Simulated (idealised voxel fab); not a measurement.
The name of this process module is voxel spacer lines.
The width of the displayed cross-section, cut, is 220 nm; its cells are square, with a size of 5 nm.
This document writes a cross-section as a grid whose cells are square, and gives it as bands, listed from the top down; one or more rows of cells form a band.
First you get the band's top height and its bottom height, in nm, and then the materials it's made of, left to right, with each width in nm. If you see a single material with "everywhere", that one covers the band edge to edge. "air" is empty space.
Heights from 0 (as-received wafer is one material below). Bottom band endless downward, as "top 0, no bottom".
Graded width ("30->40"): value in top row of band = first number; value in bottom row = second number; row-to-row change constant.
Where the words "nothing altered" appear for a step, the cross-section shows no cell changed by that step; every cell remained as before.
So "Closed internal cavities" is basically the list of trapped voids: any empty space of 8 cells or more that can't reach the top through an opening. They're written width x height at distance, the distance being from the left edge, and it's all nm.
On each step's line, the part that comes after the settings is the simulator's own comment on the step.
overlay nm: step with mask; distance mask lay right of planned place; negative value = left of planned place.
-- Steps planned for the process
1. RECEIVE (material Si)
2. CONFORMAL_DEP (material Al2O3; thk nm 5)
3. DIRECTIONAL_DEP (material TiN; thk nm 15)
4. DIRECTIONAL_DEP (material aC; thk nm 25)
5. PATTERN (tone cover; mask id MANDREL; material resist; width nm 20; pitch nm 70; thk nm 35; overlay nm 0)
6. DIRECTIONAL_ETCH (etch materials aC; depth nm 25)
7. STRIP (etch materials resist)
8. CONFORMAL_DEP (material SiO2; thk nm 15)
9. DIRECTIONAL_ETCH (etch materials SiO2; depth nm 15)
10. STRIP (etch materials aC)
11. DIRECTIONAL_ETCH (etch materials TiN; depth nm 15)
12. STRIP (etch materials SiO2)
13. FILL_DEP (material lowk; thk nm 10)
14. CMP (height nm 20)
-- First of two wafers: run as planned
-- Cross-section of the incoming wafer, state after step 1
> top 0, no bottom = Si everywhere
> Closed internal cavities: none
-- The following cross-section depicts the wafer upon completion of step 2
> top 5, bottom 0 = Al2O3 everywhere
> Unchanged below 0.
-- The following cross-section depicts the wafer upon completion of step 3
> top 20, bottom 5 = TiN everywhere
> Unchanged below 5.
-- The following cross-section depicts the wafer upon completion of step 4
> top 45, bottom 20 = aC everywhere
> Unchanged below 20.
-- The following cross-section depicts the wafer upon completion of step 5
> top 80, bottom 45 = air 30 nm, resist 20 nm, air 50 nm, resist 20 nm, air 50 nm, resist 20 nm, air 30 nm
> Unchanged below 45.
-- The following cross-section depicts the wafer upon completion of step 6
> top 55, bottom 45 = air 30 nm, resist 20 nm, air 50 nm, resist 20 nm, air 50 nm, resist 20 nm, air 30 nm
> top 45, bottom 20 = air 30 nm, aC 20 nm, air 50 nm, aC 20 nm, air 50 nm, aC 20 nm, air 30 nm
> Unchanged below 20.
-- The following cross-section depicts the wafer upon completion of step 7
> top 45, bottom 20 = air 30 nm, aC 20 nm, air 50 nm, aC 20 nm, air 50 nm, aC 20 nm, air 30 nm
> Unchanged below 20.
-- The following cross-section depicts the wafer upon completion of step 8
> top 60, bottom 45 = air 15 nm, SiO2 50 nm, air 20 nm, SiO2 50 nm, air 20 nm, SiO2 50 nm, air 15 nm
> top 45, bottom 35 = air 15 nm, SiO2 15 nm, aC 20 nm, SiO2 15 nm, air 20 nm, SiO2 15 nm, aC 20 nm, SiO2 15 nm, air 20 nm, SiO2 15 nm, aC 20 nm, SiO2 15 nm, air 15 nm
> top 35, bottom 20 = SiO2 30 nm, aC 20 nm, SiO2 50 nm, aC 20 nm, SiO2 50 nm, aC 20 nm, SiO2 30 nm
> Unchanged below 20.
-- The following cross-section depicts the wafer upon completion of step 9
> top 45, bottom 20 = air 15 nm, SiO2 15 nm, aC 20 nm, SiO2 15 nm, air 20 nm, SiO2 15 nm, aC 20 nm, SiO2 15 nm, air 20 nm, SiO2 15 nm, aC 20 nm, SiO2 15 nm, air 15 nm
> Unchanged below 20.
-- The following cross-section depicts the wafer upon completion of step 10
> top 45, bottom 20 = air 15 nm, SiO2 15 nm, air 20 nm, SiO2 15 nm, air 20 nm, SiO2 15 nm, air 20 nm, SiO2 15 nm, air 20 nm, SiO2 15 nm, air 20 nm, SiO2 15 nm, air 15 nm
> Unchanged below 20.
-- The following cross-section depicts the wafer upon completion of step 11
> top 45, bottom 20 = air 15 nm, SiO2 15 nm, air 20 nm, SiO2 15 nm, air 20 nm, SiO2 15 nm, air 20 nm, SiO2 15 nm, air 20 nm, SiO2 15 nm, air 20 nm, SiO2 15 nm, air 15 nm
> top 20, bottom 5 = air 15 nm, TiN 15 nm, air 20 nm, TiN 15 nm, air 20 nm, TiN 15 nm, air 20 nm, TiN 15 nm, air 20 nm, TiN 15 nm, air 20 nm, TiN 15 nm, air 15 nm
> Unchanged below 5.
-- The following cross-section depicts the wafer upon completion of step 12
> top 20, bottom 5 = air 15 nm, TiN 15 nm, air 20 nm, TiN 15 nm, air 20 nm, TiN 15 nm, air 20 nm, TiN 15 nm, air 20 nm, TiN 15 nm, air 20 nm, TiN 15 nm, air 15 nm
> Unchanged below 5.
-- The following cross-section depicts the wafer upon completion of step 13
> top 30, bottom 20 = lowk everywhere
> top 20, bottom 5 = lowk 15 nm, TiN 15 nm, lowk 20 nm, TiN 15 nm, lowk 20 nm, TiN 15 nm, lowk 20 nm, TiN 15 nm, lowk 20 nm, TiN 15 nm, lowk 20 nm, TiN 15 nm, lowk 15 nm
> Unchanged below 5.
-- The following cross-section depicts the wafer upon completion of step 14
> top 20, bottom 5 = lowk 15 nm, TiN 15 nm, lowk 20 nm, TiN 15 nm, lowk 20 nm, TiN 15 nm, lowk 20 nm, TiN 15 nm, lowk 20 nm, TiN 15 nm, lowk 20 nm, TiN 15 nm, lowk 15 nm
> Unchanged below 5.
-- Second wafer - shared start and plan with the first - one error in running - same as the first up to step 4 inclusive
-- X-section, second wafer, when step 5 was due to finish
> top 80, bottom 45 = air 30 nm, resist 25 nm, air 45 nm, resist 25 nm, air 45 nm, resist 25 nm, air 25 nm
> Unchanged below 45.
-- X-section, second wafer, when step 6 was due to finish
> top 55, bottom 45 = air 30 nm, resist 25 nm, air 45 nm, resist 25 nm, air 45 nm, resist 25 nm, air 25 nm
> top 45, bottom 20 = air 30 nm, aC 25 nm, air 45 nm, aC 25 nm, air 45 nm, aC 25 nm, air 25 nm
> Unchanged below 20.
-- X-section, second wafer, when step 7 was due to finish
> top 45, bottom 20 = air 30 nm, aC 25 nm, air 45 nm, aC 25 nm, air 45 nm, aC 25 nm, air 25 nm
> Unchanged below 20.
-- X-section, second wafer, when step 8 was due to finish
> top 60, bottom 45 = air 15 nm, SiO2 55 nm, air 15 nm, SiO2 55 nm, air 15 nm, SiO2 55 nm, air 10 nm
> top 45, bottom 35 = air 15 nm, SiO2 15 nm, aC 25 nm, SiO2 15 nm, air 15 nm, SiO2 15 nm, aC 25 nm, SiO2 15 nm, air 15 nm, SiO2 15 nm, aC 25 nm, SiO2 15 nm, air 10 nm
> top 35, bottom 20 = SiO2 30 nm, aC 25 nm, SiO2 45 nm, aC 25 nm, SiO2 45 nm, aC 25 nm, SiO2 25 nm
> Unchanged below 20.
-- X-section, second wafer, when step 9 was due to finish
> top 45, bottom 20 = air 15 nm, SiO2 15 nm, aC 25 nm, SiO2 15 nm, air 15 nm, SiO2 15 nm, aC 25 nm, SiO2 15 nm, air 15 nm, SiO2 15 nm, aC 25 nm, SiO2 15 nm, air 10 nm
> Unchanged below 20.
-- X-section, second wafer, when step 10 was due to finish
> top 45, bottom 20 = air 15 nm, SiO2 15 nm, air 25 nm, SiO2 15 nm, air 15 nm, SiO2 15 nm, air 25 nm, SiO2 15 nm, air 15 nm, SiO2 15 nm, air 25 nm, SiO2 15 nm, air 10 nm
> Unchanged below 20.
-- X-section, second wafer, when step 11 was due to finish
> top 45, bottom 20 = air 15 nm, SiO2 15 nm, air 25 nm, SiO2 15 nm, air 15 nm, SiO2 15 nm, air 25 nm, SiO2 15 nm, air 15 nm, SiO2 15 nm, air 25 nm, SiO2 15 nm, air 10 nm
> top 20, bottom 5 = air 15 nm, TiN 15 nm, air 25 nm, TiN 15 nm, air 15 nm, TiN 15 nm, air 25 nm, TiN 15 nm, air 15 nm, TiN 15 nm, air 25 nm, TiN 15 nm, air 10 nm
> Unchanged below 5.
-- X-section, second wafer, when step 12 was due to finish
> top 20, bottom 5 = air 15 nm, TiN 15 nm, air 25 nm, TiN 15 nm, air 15 nm, TiN 15 nm, air 25 nm, TiN 15 nm, air 15 nm, TiN 15 nm, air 25 nm, TiN 15 nm, air 10 nm
> Unchanged below 5.
-- X-section, second wafer, when step 13 was due to finish
> top 30, bottom 20 = lowk everywhere
> top 20, bottom 5 = lowk 15 nm, TiN 15 nm, lowk 25 nm, TiN 15 nm, lowk 15 nm, TiN 15 nm, lowk 25 nm, TiN 15 nm, lowk 15 nm, TiN 15 nm, lowk 25 nm, TiN 15 nm, lowk 10 nm
> Unchanged below 5.
-- X-section, second wafer, when step 14 was due to finish
> top 20, bottom 5 = lowk 15 nm, TiN 15 nm, lowk 25 nm, TiN 15 nm, lowk 15 nm, TiN 15 nm, lowk 25 nm, TiN 15 nm, lowk 15 nm, TiN 15 nm, lowk 25 nm, TiN 15 nm, lowk 10 nm
> Unchanged below 5.
Against the plan, the run slipped here: not per plan at step 5, really ran PATTERN (tone cover; mask id MANDREL; material resist; width nm 25; pitch nm 70; thk nm 35; overlay nm 0)
So at the finish, the second wafer's got exactly as many cells of each material as the first, just not in the same spots.
